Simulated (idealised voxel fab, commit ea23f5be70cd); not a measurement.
Process module heading - voxel plated lines
The cross-section on display is named cut; it measures 170 nm wide, and its cells are 5 nm squares.
Bands, listed from the top down, are how a cross-section gets written in this document; the cross-section itself is a grid of square cells, and a band is one or more rows of them. Band: top and bottom heights (nm) first, top before bottom; then materials from left to right, widths in nm. "full width" marks a sole material filling the band edge to edge. "air" denotes empty space. Note: height 0 marks the level under which the wafer is uniformly one material as received. Lowest band unbounded below, written "0 and below". Width: "30..40" (first number = top row, second number = bottom row, same change from row to row of cells). Any step labelled "no alteration" changed none of the cells in the cross-section. Under "Closed void listing" you'll find the enclosed gaps, the ones with no way out to the top, that are 8 cells or bigger; each reads width x height at distance, with distance counted from the left edge, everything in nm. Step line, after settings: the simulator's comment on this step. overlay nm: where the mask lay relative to plan, measured to the right, on steps with a mask; negatives go left.

Planned process steps:
step 1: RECEIVE, material Si
step 2: CONFORMAL_DEP, material SiN, thk nm 5
step 3: DIRECTIONAL_DEP, material TiN, thk nm 5
step 4: PATTERN, tone open, mask id LINES, material resist, width nm 25, pitch nm 40, thk nm 25, overlay nm 0
step 5: EPI, material Ru, thk nm 5
step 6: EPI, material Ru, thk nm 5
step 7: STRIP, etch materials resist
step 8: DIRECTIONAL_ETCH, etch materials TiN, depth nm 5
step 9: CONFORMAL_DEP, material SiO2, thk nm 5

The first of a set of two wafers, run to plan:

Wafer at receipt (post step 1), cross-section:
- 0 and below | Si full width
- Closed void listing: none

Step 2 complete: cross-section through the wafer:
- 5 down to 0 | SiN full width
- Everything under 0 stays put, no change at all.

Step 3 complete: cross-section through the wafer:
- 10 down to 5 | TiN full width
- Everything under 5 stays put, no change at all.

Step 4 complete: cross-section through the wafer:
- 35 down to 10 | resist (50), air (25), resist (15), air (25), resist (55)
- Everything under 10 stays put, no change at all.

Step 5 complete: cross-section through the wafer:
- 35 down to 15 | resist (50), air (25), resist (15), air (25), resist (55)
- 15 down to 10 | resist (50), Ru (25), resist (15), Ru (25), resist (55)
- Everything under 10 stays put, no change at all.

Step 6 complete: cross-section through the wafer:
- 35 down to 20 | resist (50), air (25), resist (15), air (25), resist (55)
- 20 down to 10 | resist (50), Ru (25), resist (15), Ru (25), resist (55)
- Everything under 10 stays put, no change at all.

Step 7 complete: cross-section through the wafer:
- 20 down to 10 | air (50), Ru (25), air (15), Ru (25), air (55)
- Everything under 10 stays put, no change at all.

Step 8 complete: cross-section through the wafer:
- 20 down to 10 | air (50), Ru (25), air (15), Ru (25), air (55)
- 10 down to 5 | air (50), TiN (25), air (15), TiN (25), air (55)
- Everything under 5 stays put, no change at all.

Step 9 complete: cross-section through the wafer:
- 25 down to 20 | air (45), SiO2 (35), air (5), SiO2 (35), air (50)
- 20 down to 10 | air (45), SiO2 (5), Ru (25), SiO2 (5), air (5), SiO2 (5), Ru (25), SiO2 (5), air (50)
- 10 down to 5 | SiO2 (50), TiN (25), SiO2 (15), TiN (25), SiO2 (55)
- Everything under 5 stays put, no change at all.

Now the other wafer: same start, same recipe, but we messed up one thing when running it. Up to and including step 5 it's the same as the first one:

Second wafer, section view, time point: scheduled end of step 6:
- 15 down to 10 | air (50), Ru (25), air (15), Ru (25), air (55)
- Everything under 10 stays put, no change at all.

Second wafer, section view, time point: scheduled end of step 7:
- 20 down to 15 | air (45), Ru (35), air (5), Ru (35), air (50)
- 15 down to 10 | Ru full width
- Everything under 10 stays put, no change at all.

Second wafer, section view, time point: scheduled end of step 8: no alteration

Second wafer, section view, time point: scheduled end of step 9:
- 25 down to 20 | air (40), SiO2 (85), air (45)
- 20 down to 15 | SiO2 (45), Ru (35), SiO2 (5), Ru (35), SiO2 (50)
- Everything under 15 stays put, no change at all.
The mistake made against the process plan was this: the intended sequence of steps 6 and 7 was reversed during processing, with each occupying the position of the other
Final wafer comparison in cells, second versus first, more or fewer per material: Ru +28 | SiO2 -9 | TiN +24
